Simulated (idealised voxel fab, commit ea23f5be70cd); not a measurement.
Module name: voxel lift off (process module)
Xsec cut, 250 nm wide, square cell size 5 nm.
Cross-section format: a grid of square cells, given as bands from top to bottom; each band is one or more rows of cells.
What a band's entry tells you: where the top is and where the bottom is, as heights in nm, and after that what lies inside, material by material from left to right, each with its width in nm. Empty space is written as the word "empty", and a single material marked with the word "throughout" occupies the band from edge to edge.
The reference from which all heights are counted is 0, the level beneath which the as-received wafer is entirely one material; the lowest band, having no lower bound, proceeds downward and is written after the example "0 and below".
Width "30->40": first value at the band's top row of cells, second value at its bottom row, equal change from row to row.
You'll sometimes find "remained the same" written for a step, and that's the way of saying that nowhere in the cross-section did a cell change during that step.
The label "Sealed internal cavities" introduces a list of the empty spaces, 8 cells or larger, that have no open way up to the top; each entry in it reads width x height at distance, where the distance is taken from the left edge and all three are stated in nm.
Past the settings on a step's line: simulator remark, on that step.
On any step carrying a mask, the "overlay nm" setting, if present on the step's line, tells how far right of its planned place the mask lay; negative values point to the left.

List of planned process steps
| 1 | RECEIVE | material Si |
| 2 | CONFORMAL_DEP | material SiN | thk nm 15 |
| 3 | PATTERN | tone open | mask id LINES | material resist | width nm 30 | pitch nm 50 | thk nm 25 | overlay nm 0 |
| 4 | DIRECTIONAL_DEP | material Ru | thk nm 15 |
| 5 | STRIP | etch materials resist |
| 6 | CONFORMAL_DEP | material SiCN | thk nm 10 |

Run as planned: first of two wafers

Cross-sectional view of the wafer in its as-received condition, corresponding to the state after step 1
* 0 and below  Si throughout
* Sealed internal cavities: none

Cross-section of the wafer subsequent to step 2
* 15 down to 0  SiN throughout
* Everything under 0 stays put, no change at all.

Cross-section of the wafer subsequent to step 3
* 40 down to 15  35 resist; 30 empty; 20 resist; 30 empty; 20 resist; 30 empty; 20 resist; 30 empty; 35 resist
* Everything under 15 stays put, no change at all.

Cross-section of the wafer subsequent to step 4
* 55 down to 40  35 Ru; 30 empty; 20 Ru; 30 empty; 20 Ru; 30 empty; 20 Ru; 30 empty; 35 Ru
* 40 down to 30  35 resist; 30 empty; 20 resist; 30 empty; 20 resist; 30 empty; 20 resist; 30 empty; 35 resist
* 30 down to 15  35 resist; 30 Ru; 20 resist; 30 Ru; 20 resist; 30 Ru; 20 resist; 30 Ru; 35 resist
* Everything under 15 stays put, no change at all.

Cross-section of the wafer subsequent to step 5
* 30 down to 15  35 empty; 30 Ru; 20 empty; 30 Ru; 20 empty; 30 Ru; 20 empty; 30 Ru; 35 empty
* Everything under 15 stays put, no change at all.

Cross-section of the wafer subsequent to step 6
* 40 down to 30  25 empty; 200 SiCN; 25 empty
* 30 down to 25  25 empty; 10 SiCN; 30 Ru; 20 SiCN; 30 Ru; 20 SiCN; 30 Ru; 20 SiCN; 30 Ru; 10 SiCN; 25 empty
* 25 down to 15  35 SiCN; 30 Ru; 20 SiCN; 30 Ru; 20 SiCN; 30 Ru; 20 SiCN; 30 Ru; 35 SiCN
* Everything under 15 stays put, no change at all.

What follows concerns the second wafer, which started out like the first and was meant to follow the very same plan; one mistake crept in when it was run, but everything up to and including step 3 is the same as for the first wafer

Second wafer, cross-section, planned end of step 4
* 45 down to 40  35 Ru; 30 empty; 20 Ru; 30 empty; 20 Ru; 30 empty; 20 Ru; 30 empty; 35 Ru
* 40 down to 20  35 resist; 30 empty; 20 resist; 30 empty; 20 resist; 30 empty; 20 resist; 30 empty; 35 resist
* 20 down to 15  35 resist; 30 Ru; 20 resist; 30 Ru; 20 resist; 30 Ru; 20 resist; 30 Ru; 35 resist
* Everything under 15 stays put, no change at all.

Second wafer, cross-section, planned end of step 5
* 20 down to 15  35 empty; 30 Ru; 20 empty; 30 Ru; 20 empty; 30 Ru; 20 empty; 30 Ru; 35 empty
* Everything under 15 stays put, no change at all.

Second wafer, cross-section, planned end of step 6
* 30 down to 25  25 empty; 200 SiCN; 25 empty
* 25 down to 20  SiCN throughout
* 20 down to 15  35 SiCN; 30 Ru; 20 SiCN; 30 Ru; 20 SiCN; 30 Ru; 20 SiCN; 30 Ru; 35 SiCN
* Everything under 15 stays put, no change at all.
Against the plan, the run slipped here: step 4 went in with a setting other than planned; the actual run was DIRECTIONAL_DEP | material Ru | thk nm 5
Bottom line after processing is that, in cells, the second wafer is up or down on some materials versus the first: Ru -48; SiCN -32
